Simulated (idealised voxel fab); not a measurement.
Proc. module: voxel transistor to metal
It is cross-section cut that appears here, measuring 170 nm in width, its square cells being 5 nm in size.
Format of a cross-section: grid, square cells. Given as bands. Order: top down. Band: one or more rows of cells.
Top, bottom (nm), then materials left to right with widths (nm); lone material tagged "edge to edge" fills the whole band edge to edge; "empty" = empty space.
Below 0: as-received wafer, all one material; heights counted from there. Lowest band: no bottom, goes on down, written "0 and below".
A width given as "30 to 40" starts at the first number in the band's top row and ends at the second number in its bottom row, shifting by an equal amount at every step from row to row.
The designation "nothing got changed", where it is given for a processing step, indicates that no cell of the cross-section was altered in the course of that step.
Under "Closed void entries" you'll find the enclosed gaps, the ones with no way out to the top, that are 8 cells or bigger; each reads width x height at distance, with distance counted from the left edge, everything in nm.
That trailing text on a step's line, after the settings, is the simulator's own remark on the step.
A step line may carry the setting "overlay nm", which, for steps involving a mask, states the distance by which the mask lay to the right of its intended position; negative values denote displacement to the left.
Reading guide: pairs of cross-sections, before and after one process step; after view cut off at lowest changed band; step and settings listed under each pair. Pairs may stem from different runs of this module on the same starting wafer; continuity with the pair above only where the "Pre-step snapshot" entry states it.

-- Pre-step snapshot
> 55 down to 50 | TiN=45, then empty=15, then TiN=45, then empty=15, then TiN=50
> 50 down to 40 | SiO2=40, then TiN=5, then empty=15, then TiN=5, then SiO2=35, then TiN=5, then empty=15, then TiN=5, then SiO2=45
> 40 down to 35 | SiO2=40, then TiN=5, then empty=10, then TiN=10, then SiO2=35, then TiN=10, then empty=10, then TiN=5, then SiO2=45
> 35 down to 25 | SiO2=40, then TiN=5, then empty=10, then TiN=5, then SiN=10, then SiCN=25, then SiN=10, then TiN=5, then empty=10, then TiN=5, then SiO2=45
> 25 down to 0 | SiO2=40, then TiN=5, then empty=10, then TiN=5, then SiN=10, then polySi=25, then SiN=10, then TiN=5, then empty=10, then TiN=5, then SiO2=45
> 0 down to -5 | SiO2=40, then TiN=20, then SiN=10, then polySi=25, then SiN=10, then TiN=20, then SiO2=45
> -5 down to -10 | SiO2=30, then SiN=10, then nSi=20, then SiO2=45, then nSi=20, then SiN=10, then SiO2=35
> -10 down to -20 | SiO2=30, then SiN=10, then SiO2=5, then Si=75, then SiO2=5, then SiN=10, then SiO2=35
> -20 down to -25 | SiO2=45, then Si=75, then SiO2=50
> -25 down to -35 | SiO2=40, then Si=85, then SiO2=45
> -35 and below | Si edge to edge
> Closed void entries: none

-- Structure After Step
> 60 down to 55 | Ru edge to edge
> 55 down to 50 | TiN=45, then Ru=15, then TiN=45, then Ru=15, then TiN=50
> 50 down to 40 | SiO2=40, then TiN=5, then Ru=15, then TiN=5, then SiO2=35, then TiN=5, then Ru=15, then TiN=5, then SiO2=45
> 40 down to 35 | SiO2=40, then TiN=5, then Ru=10, then TiN=10, then SiO2=35, then TiN=10, then Ru=10, then TiN=5, then SiO2=45
> 35 down to 25 | SiO2=40, then TiN=5, then Ru=10, then TiN=5, then SiN=10, then SiCN=25, then SiN=10, then TiN=5, then Ru=10, then TiN=5, then SiO2=45
> 25 down to 0 | SiO2=40, then TiN=5, then Ru=10, then TiN=5, then SiN=10, then polySi=25, then SiN=10, then TiN=5, then Ru=10, then TiN=5, then SiO2=45
> Nothing below the height 0 has changed.
> Closed void entries: none
The step carried out between the cross-section before it and the cross-section after it, both shown above, is op FILL_DEP | material Ru | thk nm 5

Pre-step snapshot: the wafer arrives at this step looking as the after cross-section in the pair just above shows it.

-- Structure After Step
> 50 down to 40 | SiO2=40, then TiN=5, then Ru=15, then TiN=5, then SiO2=35, then TiN=5, then Ru=15, then TiN=5, then SiO2=45
> Nothing below the height 40 has changed.
> Closed void entries: none
The step carried out between the cross-section before it and the cross-section after it, both shown above, is op CMP | height nm 50

Pre-step snapshot: the wafer arrives at this step looking as the after cross-section in the pair just above shows it.

-- Structure After Step
> 55 down to 50 | SiN edge to edge
> Nothing below the height 50 has changed.
> Closed void entries: none
The step carried out between the cross-section before it and the cross-section after it, both shown above, is op CONFORMAL_DEP | material SiN | thk nm 5

Pre-step snapshot: the wafer arrives at this step looking as the after cross-section in the pair just above shows it.

-- Structure After Step
> 75 down to 55 | SiO2 edge to edge
> Nothing below the height 55 has changed.
> Closed void entries: none
The step carried out between the cross-section before it and the cross-section after it, both shown above, is op DIRECTIONAL_DEP | material SiO2 | thk nm 20

Pre-step snapshot: the wafer arrives at this step looking as the after cross-section in the pair just above shows it.

-- Structure After Step
> 90 down to 75 | resist=40, then empty=15, then resist=55, then empty=15, then resist=45
> Nothing below the height 75 has changed.
> Closed void entries: none
The step carried out between the cross-section before it and the cross-section after it, both shown above, is op PATTERN | tone open | mask id METAL_1 | material resist | width nm 15 | pitch nm 70 | thk nm 15 | overlay nm 0

Pre-step snapshot: the wafer arrives at this step looking as the after cross-section in the pair just above shows it.

-- Structure After Step
> 90 down to 75 | resist=40, then empty=15, then resist=55, then empty=15, then resist=45
> 75 down to 55 | SiO2=40, then empty=15, then SiO2=55, then empty=15, then SiO2=45
> Nothing below the height 55 has changed.
> Closed void entries: none
The step carried out between the cross-section before it and the cross-section after it, both shown above, is op DIRECTIONAL_ETCH | etch materials SiO2 | depth nm 20

Pre-step snapshot: the wafer arrives at this step looking as the after cross-section in the pair just above shows it.

-- Structure After Step
> 90 down to 75 | resist=40, then empty=15, then resist=55, then empty=15, then resist=45
> 75 down to 55 | SiO2=40, then empty=15, then SiO2=55, then empty=15, then SiO2=45
> 55 down to 50 | SiN=40, then empty=15, then SiN=55, then empty=15, then SiN=45
> Nothing below the height 50 has changed.
> Closed void entries: none
The step carried out between the cross-section before it and the cross-section after it, both shown above, is op DIRECTIONAL_ETCH | etch materials SiN | depth nm 5

Pre-step snapshot: the wafer arrives at this step looking as the after cross-section in the pair just above shows it.

-- Structure After Step
> 75 down to 55 | SiO2=40, then empty=15, then SiO2=55, then empty=15, then SiO2=45
> Nothing below the height 55 has changed.
> Closed void entries: none
The step carried out between the cross-section before it and the cross-section after it, both shown above, is op STRIP | etch materials resist

Pre-step snapshot: the wafer arrives at this step looking as the after cross-section in the pair just above shows it.

-- Structure After Step
> 80 down to 75 | TiN=45, then empty=5, then TiN=65, then empty=5, then TiN=50
> 75 down to 55 | SiO2=40, then TiN=5, then empty=5, then TiN=5, then SiO2=55, then TiN=5, then empty=5, then TiN=5, then SiO2=45
> 55 down to 50 | SiN=40, then TiN=15, then SiN=55, then TiN=15, then SiN=45
> Nothing below the height 50 has changed.
> Closed void entries: none
The step carried out between the cross-section before it and the cross-section after it, both shown above, is op CONFORMAL_DEP | material TiN | thk nm 5

Pre-step snapshot: the wafer arrives at this step looking as the after cross-section in the pair just above shows it.

-- Structure After Step
> 90 down to 80 | Ru edge to edge
> 80 down to 75 | TiN=45, then Ru=5, then TiN=65, then Ru=5, then TiN=50
> 75 down to 55 | SiO2=40, then TiN=5, then Ru=5, then TiN=5, then SiO2=55, then TiN=5, then Ru=5, then TiN=5, then SiO2=45
> Nothing below the height 55 has changed.
> Closed void entries: none
The step carried out between the cross-section before it and the cross-section after it, both shown above, is op FILL_DEP | material Ru | thk nm 10

Pre-step snapshot: the wafer arrives at this step looking as the after cross-section in the pair just above shows it.

-- Structure After Step
> 75 down to 55 | SiO2=40, then TiN=5, then Ru=5, then TiN=5, then SiO2=55, then TiN=5, then Ru=5, then TiN=5, then SiO2=45
> Nothing below the height 55 has changed.
> Closed void entries: none
The step carried out between the cross-section before it and the cross-section after it, both shown above, is op CMP | height nm 75

Pre-step snapshot: the wafer arrives at this step looking as the after cross-section in the pair just above shows it.

-- Structure After Step
> 80 down to 75 | SiN edge to edge
> Nothing below the height 75 has changed.
> Closed void entries: none
The step carried out between the cross-section before it and the cross-section after it, both shown above, is op CONFORMAL_DEP | material SiN | thk nm 5

-- Pre-step snapshot
> 15 down to 0 | empty=35, then SiN=95, then empty=40
> 0 down to -5 | SiO2 edge to edge
> -5 down to -35 | SiO2=40, then Si=85, then SiO2=45
> -35 and below | Si edge to edge
> Closed void entries: none

-- Structure After Step
> 15 down to 0 | empty=35, then SiN=95, then empty=40
> 0 down to -5 | empty=40, then SiO2=85, then empty=45
> Nothing below the height -5 has changed.
> Closed void entries: none
The step carried out between the cross-section before it and the cross-section after it, both shown above, is op SELECTIVE_ETCH | etch materials SiO2 | depth nm 5

Pre-step snapshot: the wafer arrives at this step looking as the after cross-section in the pair just above shows it.

-- Structure After Step
> 0 down to -5 | empty=40, then SiO2=85, then empty=45
> Nothing below the height -5 has changed.
> Closed void entries: none
The step carried out between the cross-section before it and the cross-section after it, both shown above, is op STRIP | etch materials SiN

Pre-step snapshot: the wafer arrives at this step looking as the after cross-section in the pair just above shows it.

-- Structure After Step
> 30 down to 25 | empty=40, then polySi=85, then empty=45
> 25 down to 0 | polySi edge to edge
> 0 down to -5 | polySi=40, then SiO2=85, then polySi=45
> Nothing below the height -5 has changed.
> Closed void entries: none
The step carried out between the cross-section before it and the cross-section after it, both shown above, is op DIRECTIONAL_DEP | material polySi | thk nm 30

Pre-step snapshot: the wafer arrives at this step looking as the after cross-section in the pair just above shows it.

-- Structure After Step
> 40 down to 35 | empty=40, then SiCN=85, then empty=45
> 35 down to 30 | SiCN edge to edge
> 30 down to 25 | SiCN=40, then polySi=85, then SiCN=45
> Nothing below the height 25 has changed.
> Closed void entries: none
The step carried out between the cross-section before it and the cross-section after it, both shown above, is op DIRECTIONAL_DEP | material SiCN | thk nm 10

Pre-step snapshot: the wafer arrives at this step looking as the after cross-section in the pair just above shows it.

-- Structure After Step
> 40 down to 30 | empty=70, then SiCN=25, then empty=75
> 30 down to 25 | empty=40, then polySi=85, then empty=45
> Nothing below the height 25 has changed.
> Closed void entries: none
The step carried out between the cross-section before it and the cross-section after it, both shown above, is op MASKED_ETCH | tone cover | mask id GATE | width nm 25 | etch materials SiCN | depth nm 20 | overlay nm 0

Pre-step snapshot: the wafer arrives at this step looking as the after cross-section in the pair just above shows it.

-- Structure After Step
> 40 down to 30 | empty=70, then SiCN=25, then empty=75
> 30 down to 0 | empty=70, then polySi=25, then empty=75
> 0 down to -5 | empty=40, then SiO2=85, then empty=45
> Nothing below the height -5 has changed.
> Closed void entries: none
The step carried out between the cross-section before it and the cross-section after it, both shown above, is op MASKED_ETCH | tone cover | mask id GATE | width nm 25 | etch materials polySi | depth nm 40 | overlay nm 0

Pre-step snapshot: the wafer arrives at this step looking as the after cross-section in the pair just above shows it.

-- Structure After Step
> 50 down to 40 | empty=60, then SiN=45, then empty=65
> 40 down to 30 | empty=60, then SiN=10, then SiCN=25, then SiN=10, then empty=65
> 30 down to 10 | empty=60, then SiN=10, then polySi=25, then SiN=10, then empty=65
> 10 down to 5 | empty=30, then SiN=40, then polySi=25, then SiN=40, then empty=35
> 5 down to 0 | SiN=70, then polySi=25, then SiN=75
> 0 down to -5 | SiN=40, then SiO2=85, then SiN=45
> Nothing below the height -5 has changed.
> Closed void entries: none
The step carried out between the cross-section before it and the cross-section after it, both shown above, is op CONFORMAL_DEP | material SiN | thk nm 10

Pre-step snapshot: the wafer arrives at this step looking as the after cross-section in the pair just above shows it.

-- Structure After Step
> 40 down to 30 | empty=60, then SiN=10, then SiCN=25, then SiN=10, then empty=65
> 30 down to 0 | empty=60, then SiN=10, then polySi=25, then SiN=10, then empty=65
> 0 down to -5 | empty=30, then SiN=10, then SiO2=85, then SiN=10, then empty=35
> Nothing below the height -5 has changed.
> Closed void entries: none
The step carried out between the cross-section before it and the cross-section after it, both shown above, is op DIRECTIONAL_ETCH | etch materials SiN | depth nm 10

Pre-step snapshot: the wafer arrives at this step looking as the after cross-section in the pair just above shows it.

-- Structure After Step
> 40 down to 30 | empty=60, then SiN=10, then SiCN=25, then SiN=10, then empty=65
> 30 down to 0 | empty=60, then SiN=10, then polySi=25, then SiN=10, then empty=65
> 0 down to -5 | empty=30, then SiN=10, then empty=20, then SiO2=45, then empty=20, then SiN=10, then empty=35
> -5 down to -10 | empty=30, then SiO2=10, then Si=85, then SiO2=10, then empty=35
> Nothing below the height -10 has changed.
> Closed void entries: none
The step carried out between the cross-section before it and the cross-section after it, both shown above, is op DIRECTIONAL_ETCH | etch materials SiO2 | depth nm 5

Pre-step snapshot: the wafer arrives at this step looking as the after cross-section in the pair just above shows it.

-- Structure After Step
> 40 down to 30 | empty=60, then SiN=10, then SiCN=25, then SiN=10, then empty=65
> 30 down to 0 | empty=60, then SiN=10, then polySi=25, then SiN=10, then empty=65
> 0 down to -5 | empty=30, then SiN=10, then nSi=20, then SiO2=45, then nSi=20, then SiN=10, then empty=35
> Nothing below the height -5 has changed.
> Closed void entries: none
The step carried out between the cross-section before it and the cross-section after it, both shown above, is op EPI | material nSi | thk nm 5

Pre-step snapshot: the wafer arrives at this step looking as the after cross-section in the pair just above shows it.

-- Structure After Step
> 45 down to 40 | SiO2 edge to edge
> 40 down to 30 | SiO2=60, then SiN=10, then SiCN=25, then SiN=10, then SiO2=65
> 30 down to 0 | SiO2=60, then SiN=10, then polySi=25, then SiN=10, then SiO2=65
> 0 down to -5 | SiO2=30, then SiN=10, then nSi=20, then SiO2=45, then nSi=20, then SiN=10, then SiO2=35
> -5 down to -35 | SiO2=40, then Si=85, then SiO2=45
> Nothing below the height -35 has changed.
> Closed void entries: none
The step carried out between the cross-section before it and the cross-section after it, both shown above, is op FILL_DEP | material SiO2 | thk nm 5

Pre-step snapshot: the wafer arrives at this step looking as the after cross-section in the pair just above shows it.

-- Structure After Step
> 35 down to 30 | SiO2=60, then SiN=10, then SiCN=25, then SiN=10, then SiO2=65
> Nothing below the height 30 has changed.
> Closed void entries: none
The step carried out between the cross-section before it and the cross-section after it, both shown above, is op CMP | height nm 35

Pre-step snapshot: the wafer arrives at this step looking as the after cross-section in the pair just above shows it.

-- Structure After Step
> 50 down to 35 | SiO2 edge to edge
> Nothing below the height 35 has changed.
> Closed void entries: none
The step carried out between the cross-section before it and the cross-section after it, both shown above, is op DIRECTIONAL_DEP | material SiO2 | thk nm 15

Pre-step snapshot: the wafer arrives at this step looking as the after cross-section in the pair just above shows it.

-- Structure After Step
> 65 down to 50 | resist=40, then empty=25, then resist=35, then empty=25, then resist=45
> Nothing below the height 50 has changed.
> Closed void entries: none
The step carried out between the cross-section before it and the cross-section after it, both shown above, is op PATTERN | tone open | mask id CONTACT | material resist | width nm 25 | pitch nm 60 | thk nm 15 | overlay nm 0

Pre-step snapshot: the wafer arrives at this step looking as the after cross-section in the pair just above shows it.

-- Structure After Step
> 65 down to 50 | resist=40, then empty=25, then resist=35, then empty=25, then resist=45
> 50 down to 35 | SiO2=40, then empty=25, then SiO2=35, then empty=25, then SiO2=45
> 35 down to 30 | SiO2=40, then empty=20, then SiN=10, then SiCN=25, then SiN=10, then empty=20, then SiO2=45
> 30 down to 0 | SiO2=40, then empty=20, then SiN=10, then polySi=25, then SiN=10, then empty=20, then SiO2=45
> Nothing below the height 0 has changed.
> Closed void entries: none
The step carried out between the cross-section before it and the cross-section after it, both shown above, is op DIRECTIONAL_ETCH | etch materials SiO2 | depth nm 55

Pre-step snapshot: the wafer arrives at this step looking as the after cross-section in the pair just above shows it.

-- Structure After Step
> 50 down to 35 | SiO2=40, then empty=25, then SiO2=35, then empty=25, then SiO2=45
> Nothing below the height 35 has changed.
> Closed void entries: none
The step carried out between the cross-section before it and the cross-section after it, both shown above, is op STRIP | etch materials resist

Pre-step snapshot: the wafer arrives at this step looking as the after cross-section in the pair just above shows it.

-- Structure After Step
> 55 down to 50 | TiN=45, then empty=15, then TiN=45, then empty=15, then TiN=50
> 50 down to 40 | SiO2=40, then TiN=5, then empty=15, then TiN=5, then SiO2=35, then TiN=5, then empty=15, then TiN=5, then SiO2=45
> 40 down to 35 | SiO2=40, then TiN=5, then empty=10, then TiN=10, then SiO2=35, then TiN=10, then empty=10, then TiN=5, then SiO2=45
> 35 down to 30 | SiO2=40, then TiN=5, then empty=10, then TiN=5, then SiN=10, then SiCN=25, then SiN=10, then TiN=5, then empty=10, then TiN=5, then SiO2=45
> 30 down to 5 | SiO2=40, then TiN=5, then empty=10, then TiN=5, then SiN=10, then polySi=25, then SiN=10, then TiN=5, then empty=10, then TiN=5, then SiO2=45
> 5 down to 0 | SiO2=40, then TiN=20, then SiN=10, then polySi=25, then SiN=10, then TiN=20, then SiO2=45
> Nothing below the height 0 has changed.
> Closed void entries: none
The step carried out between the cross-section before it and the cross-section after it, both shown above, is op CONFORMAL_DEP | material TiN | thk nm 5

Pre-step snapshot: the wafer arrives at this step looking as the after cross-section in the pair just above shows it.

-- Structure After Step
> 60 down to 55 | Ru edge to edge
> 55 down to 50 | TiN=45, then Ru=15, then TiN=45, then Ru=15, then TiN=50
> 50 down to 40 | SiO2=40, then TiN=5, then Ru=15, then TiN=5, then SiO2=35, then TiN=5, then Ru=15, then TiN=5, then SiO2=45
> 40 down to 35 | SiO2=40, then TiN=5, then Ru=10, then TiN=10, then SiO2=35, then TiN=10, then Ru=10, then TiN=5, then SiO2=45
> 35 down to 30 | SiO2=40, then TiN=5, then Ru=10, then TiN=5, then SiN=10, then SiCN=25, then SiN=10, then TiN=5, then Ru=10, then TiN=5, then SiO2=45
> 30 down to 5 | SiO2=40, then TiN=5, then Ru=10, then TiN=5, then SiN=10, then polySi=25, then SiN=10, then TiN=5, then Ru=10, then TiN=5, then SiO2=45
> Nothing below the height 5 has changed.
> Closed void entries: none
The step carried out between the cross-section before it and the cross-section after it, both shown above, is op FILL_DEP | material Ru | thk nm 5

Pre-step snapshot: the wafer arrives at this step looking as the after cross-section in the pair just above shows it.

-- Structure After Step
> 50 down to 40 | SiO2=40, then TiN=5, then Ru=15, then TiN=5, then SiO2=35, then TiN=5, then Ru=15, then TiN=5, then SiO2=45
> Nothing below the height 40 has changed.
> Closed void entries: none
The step carried out between the cross-section before it and the cross-section after it, both shown above, is op CMP | height nm 50

Pre-step snapshot: the wafer arrives at this step looking as the after cross-section in the pair just above shows it.

-- Structure After Step
> 55 down to 50 | SiN edge to edge
> Nothing below the height 50 has changed.
> Closed void entries: none
The step carried out between the cross-section before it and the cross-section after it, both shown above, is op CONFORMAL_DEP | material SiN | thk nm 5

Pre-step snapshot: the wafer arrives at this step looking as the after cross-section in the pair just above shows it.

-- Structure After Step
> 75 down to 55 | SiO2 edge to edge
> Nothing below the height 55 has changed.
> Closed void entries: none
The step carried out between the cross-section before it and the cross-section after it, both shown above, is op DIRECTIONAL_DEP | material SiO2 | thk nm 20

Pre-step snapshot: the wafer arrives at this step looking as the after cross-section in the pair just above shows it.

-- Structure After Step
> 90 down to 75 | resist=40, then empty=15, then resist=55, then empty=15, then resist=45
> Nothing below the height 75 has changed.
> Closed void entries: none
The step carried out between the cross-section before it and the cross-section after it, both shown above, is op PATTERN | tone open | mask id METAL_1 | material resist | width nm 15 | pitch nm 70 | thk nm 15 | overlay nm 0

Pre-step snapshot: the wafer arrives at this step looking as the after cross-section in the pair just above shows it.

-- Structure After Step
> 90 down to 75 | resist=40, then empty=15, then resist=55, then empty=15, then resist=45
> 75 down to 55 | SiO2=40, then empty=15, then SiO2=55, then empty=15, then SiO2=45
> Nothing below the height 55 has changed.
> Closed void entries: none
The step carried out between the cross-section before it and the cross-section after it, both shown above, is op DIRECTIONAL_ETCH | etch materials SiO2 | depth nm 20

Pre-step snapshot: the wafer arrives at this step looking as the after cross-section in the pair just above shows it.

-- Structure After Step
> 90 down to 75 | resist=40, then empty=15, then resist=55, then empty=15, then resist=45
> 75 down to 55 | SiO2=40, then empty=15, then SiO2=55, then empty=15, then SiO2=45
> 55 down to 50 | SiN=40, then empty=15, then SiN=55, then empty=15, then SiN=45
> Nothing below the height 50 has changed.
> Closed void entries: none
The step carried out between the cross-section before it and the cross-section after it, both shown above, is op DIRECTIONAL_ETCH | etch materials SiN | depth nm 5

Pre-step snapshot: the wafer arrives at this step looking as the after cross-section in the pair just above shows it.

-- Structure After Step
> 75 down to 55 | SiO2=40, then empty=15, then SiO2=55, then empty=15, then SiO2=45
> Nothing below the height 55 has changed.
> Closed void entries: none
The step carried out between the cross-section before it and the cross-section after it, both shown above, is op STRIP | etch materials resist

Pre-step snapshot: the wafer arrives at this step looking as the after cross-section in the pair just above shows it.

-- Structure After Step
> 80 down to 75 | TiN=45, then empty=5, then TiN=65, then empty=5, then TiN=50
> 75 down to 55 | SiO2=40, then TiN=5, then empty=5, then TiN=5, then SiO2=55, then TiN=5, then empty=5, then TiN=5, then SiO2=45
> 55 down to 50 | SiN=40, then TiN=15, then SiN=55, then TiN=15, then SiN=45
> Nothing below the height 50 has changed.
> Closed void entries: none
The step carried out between the cross-section before it and the cross-section after it, both shown above, is op CONFORMAL_DEP | material TiN | thk nm 5

Pre-step snapshot: the wafer arrives at this step looking as the after cross-section in the pair just above shows it.

-- Structure After Step
> 90 down to 80 | Ru edge to edge
> 80 down to 75 | TiN=45, then Ru=5, then TiN=65, then Ru=5, then TiN=50
> 75 down to 55 | SiO2=40, then TiN=5, then Ru=5, then TiN=5, then SiO2=55, then TiN=5, then Ru=5, then TiN=5, then SiO2=45
> Nothing below the height 55 has changed.
> Closed void entries: none
The step carried out between the cross-section before it and the cross-section after it, both shown above, is op FILL_DEP | material Ru | thk nm 10

Pre-step snapshot: the wafer arrives at this step looking as the after cross-section in the pair just above shows it.

-- Structure After Step
> 75 down to 55 | SiO2=40, then TiN=5, then Ru=5, then TiN=5, then SiO2=55, then TiN=5, then Ru=5, then TiN=5, then SiO2=45
> Nothing below the height 55 has changed.
> Closed void entries: none
The step carried out between the cross-section before it and the cross-section after it, both shown above, is op CMP | height nm 75

Pre-step snapshot: the wafer arrives at this step looking as the after cross-section in the pair just above shows it.

-- Structure After Step
> 80 down to 75 | SiN edge to edge
> Nothing below the height 75 has changed.
> Closed void entries: none
The step carried out between the cross-section before it and the cross-section after it, both shown above, is op CONFORMAL_DEP | material SiN | thk nm 5

-- Pre-step snapshot
> 35 down to 25 | empty=70, then SiCN=25, then empty=75
> 25 down to -5 | empty=70, then polySi=25, then empty=75
> -5 down to -10 | SiO2 edge to edge
> -10 down to -35 | SiO2=40, then Si=85, then SiO2=45
> -35 and below | Si edge to edge
> Closed void entries: none

-- Structure After Step
> 40 down to 35 | empty=65, then SiN=35, then empty=70
> 35 down to 25 | empty=65, then SiN=5, then SiCN=25, then SiN=5, then empty=70
> 25 down to 0 | empty=65, then SiN=5, then polySi=25, then SiN=5, then empty=70
> 0 down to -5 | SiN=70, then polySi=25, then SiN=75
> Nothing below the height -5 has changed.
> Closed void entries: none
The step carried out between the cross-section before it and the cross-section after it, both shown above, is op CONFORMAL_DEP | material SiN | thk nm 5

Pre-step snapshot: the wafer arrives at this step looking as the after cross-section in the pair just above shows it.

-- Structure After Step
> 35 down to 30 | empty=70, then SiCN=25, then empty=75
> 30 down to 25 | empty=65, then SiN=5, then SiCN=25, then SiN=5, then empty=70
> 25 down to -5 | empty=65, then SiN=5, then polySi=25, then SiN=5, then empty=70
> Nothing below the height -5 has changed.
> Closed void entries: none
The step carried out between the cross-section before it and the cross-section after it, both shown above, is op DIRECTIONAL_ETCH | etch materials SiN | depth nm 10

Pre-step snapshot: the wafer arrives at this step looking as the after cross-section in the pair just above shows it.

-- Structure After Step
> 35 down to 30 | empty=70, then SiCN=25, then empty=75
> 30 down to 25 | empty=65, then SiN=5, then SiCN=25, then SiN=5, then empty=70
> 25 down to -5 | empty=65, then SiN=5, then polySi=25, then SiN=5, then empty=70
> -5 down to -10 | empty=65, then SiO2=35, then empty=70
> Nothing below the height -10 has changed.
> Closed void entries: none
The step carried out between the cross-section before it and the cross-section after it, both shown above, is op DIRECTIONAL_ETCH | etch materials SiO2 | depth nm 5

Pre-step snapshot: the wafer arrives at this step looking as the after cross-section in the pair just above shows it.

-- Structure After Step
> 35 down to 30 | empty=70, then SiCN=25, then empty=75
> 30 down to 25 | empty=65, then SiN=5, then SiCN=25, then SiN=5, then empty=70
> 25 down to -5 | empty=65, then SiN=5, then polySi=25, then SiN=5, then empty=70
> -5 down to -10 | empty=35, then nSi=30, then SiO2=35, then nSi=30, then empty=40
> Nothing below the height -10 has changed.
> Closed void entries: none
The step carried out between the cross-section before it and the cross-section after it, both shown above, is op EPI | material nSi | thk nm 5

Pre-step snapshot: the wafer arrives at this step looking as the after cross-section in the pair just above shows it.

-- Structure After Step
> 40 down to 35 | SiO2 edge to edge
> 35 down to 30 | SiO2=70, then SiCN=25, then SiO2=75
> 30 down to 25 | SiO2=65, then SiN=5, then SiCN=25, then SiN=5, then SiO2=70
> 25 down to -5 | SiO2=65, then SiN=5, then polySi=25, then SiN=5, then SiO2=70
> -5 down to -10 | SiO2=35, then nSi=30, then SiO2=35, then nSi=30, then SiO2=40
> Nothing below the height -10 has changed.
> Closed void entries: none
The step carried out between the cross-section before it and the cross-section after it, both shown above, is op FILL_DEP | material SiO2 | thk nm 5

Pre-step snapshot: the wafer arrives at this step looking as the after cross-section in the pair just above shows it.

-- Structure After Step
> 35 down to 30 | SiO2=70, then SiCN=25, then SiO2=75
> Nothing below the height 30 has changed.
> Closed void entries: none
The step carried out between the cross-section before it and the cross-section after it, both shown above, is op CMP | height nm 35

Pre-step snapshot: the wafer arrives at this step looking as the after cross-section in the pair just above shows it.

-- Structure After Step
> 50 down to 35 | SiO2 edge to edge
> Nothing below the height 35 has changed.
> Closed void entries: none
The step carried out between the cross-section before it and the cross-section after it, both shown above, is op DIRECTIONAL_DEP | material SiO2 | thk nm 15

Pre-step snapshot: the wafer arrives at this step looking as the after cross-section in the pair just above shows it.

-- Structure After Step
> 65 down to 50 | resist=40, then empty=25, then resist=35, then empty=25, then resist=45
> Nothing below the height 50 has changed.
> Closed void entries: none
The step carried out between the cross-section before it and the cross-section after it, both shown above, is op PATTERN | tone open | mask id CONTACT | material resist | width nm 25 | pitch nm 60 | thk nm 15 | overlay nm 0

Pre-step snapshot: the wafer arrives at this step looking as the after cross-section in the pair just above shows it.

-- Structure After Step
> 65 down to 50 | resist=40, then empty=25, then resist=35, then empty=25, then resist=45
> 50 down to 35 | SiO2=40, then empty=25, then SiO2=35, then empty=25, then SiO2=45
> 35 down to 30 | SiO2=40, then empty=25, then SiO2=5, then SiCN=25, then SiO2=5, then empty=25, then SiO2=45
> 30 down to 25 | SiO2=40, then empty=25, then SiN=5, then SiCN=25, then SiN=5, then empty=25, then SiO2=45
> 25 down to -5 | SiO2=40, then empty=25, then SiN=5, then polySi=25, then SiN=5, then empty=25, then SiO2=45
> Nothing below the height -5 has changed.
> Closed void entries: none
The step carried out between the cross-section before it and the cross-section after it, both shown above, is op DIRECTIONAL_ETCH | etch materials SiO2 | depth nm 55

Pre-step snapshot: the wafer arrives at this step looking as the after cross-section in the pair just above shows it.

-- Structure After Step
> 50 down to 35 | SiO2=40, then empty=25, then SiO2=35, then empty=25, then SiO2=45
> Nothing below the height 35 has changed.
> Closed void entries: none
The step carried out between the cross-section before it and the cross-section after it, both shown above, is op STRIP | etch materials resist

Pre-step snapshot: the wafer arrives at this step looking as the after cross-section in the pair just above shows it.

-- Structure After Step
> 55 down to 50 | TiN=45, then empty=15, then TiN=45, then empty=15, then TiN=50
> 50 down to 35 | SiO2=40, then TiN=5, then empty=15, then TiN=5, then SiO2=35, then TiN=5, then empty=15, then TiN=5, then SiO2=45
> 35 down to 30 | SiO2=40, then TiN=5, then empty=15, then TiN=5, then SiO2=5, then SiCN=25, then SiO2=5, then TiN=5, then empty=15, then TiN=5, then SiO2=45
> 30 down to 25 | SiO2=40, then TiN=5, then empty=15, then TiN=5, then SiN=5, then SiCN=25, then SiN=5, then TiN=5, then empty=15, then TiN=5, then SiO2=45
> 25 down to 0 | SiO2=40, then TiN=5, then empty=15, then TiN=5, then SiN=5, then polySi=25, then SiN=5, then TiN=5, then empty=15, then TiN=5, then SiO2=45
> 0 down to -5 | SiO2=40, then TiN=25, then SiN=5, then polySi=25, then SiN=5, then TiN=25, then SiO2=45
> Nothing below the height -5 has changed.
> Closed void entries: none
The step carried out between the cross-section before it and the cross-section after it, both shown above, is op CONFORMAL_DEP | material TiN | thk nm 5

Pre-step snapshot: the wafer arrives at this step looking as the after cross-section in the pair just above shows it.

-- Structure After Step
> 60 down to 55 | Ru edge to edge
> 55 down to 50 | TiN=45, then Ru=15, then TiN=45, then Ru=15, then TiN=50
> 50 down to 35 | SiO2=40, then TiN=5, then Ru=15, then TiN=5, then SiO2=35, then TiN=5, then Ru=15, then TiN=5, then SiO2=45
> 35 down to 30 | SiO2=40, then TiN=5, then Ru=15, then TiN=5, then SiO2=5, then SiCN=25, then SiO2=5, then TiN=5, then Ru=15, then TiN=5, then SiO2=45
> 30 down to 25 | SiO2=40, then TiN=5, then Ru=15, then TiN=5, then SiN=5, then SiCN=25, then SiN=5, then TiN=5, then Ru=15, then TiN=5, then SiO2=45
> 25 down to 0 | SiO2=40, then TiN=5, then Ru=15, then TiN=5, then SiN=5, then polySi=25, then SiN=5, then TiN=5, then Ru=15, then TiN=5, then SiO2=45
> Nothing below the height 0 has changed.
> Closed void entries: none
The step carried out between the cross-section before it and the cross-section after it, both shown above, is op FILL_DEP | material Ru | thk nm 5

Pre-step snapshot: the wafer arrives at this step looking as the after cross-section in the pair just above shows it.

-- Structure After Step
> 50 down to 35 | SiO2=40, then TiN=5, then Ru=15, then TiN=5, then SiO2=35, then TiN=5, then Ru=15, then TiN=5, then SiO2=45
> Nothing below the height 35 has changed.
> Closed void entries: none
The step carried out between the cross-section before it and the cross-section after it, both shown above, is op CMP | height nm 50

Pre-step snapshot: the wafer arrives at this step looking as the after cross-section in the pair just above shows it.

-- Structure After Step
> 55 down to 50 | SiN edge to edge
> Nothing below the height 50 has changed.
> Closed void entries: none
The step carried out between the cross-section before it and the cross-section after it, both shown above, is op CONFORMAL_DEP | material SiN | thk nm 5

Pre-step snapshot: the wafer arrives at this step looking as the after cross-section in the pair just above shows it.

-- Structure After Step
> 75 down to 55 | SiO2 edge to edge
> Nothing below the height 55 has changed.
> Closed void entries: none
The step carried out between the cross-section before it and the cross-section after it, both shown above, is op DIRECTIONAL_DEP | material SiO2 | thk nm 20
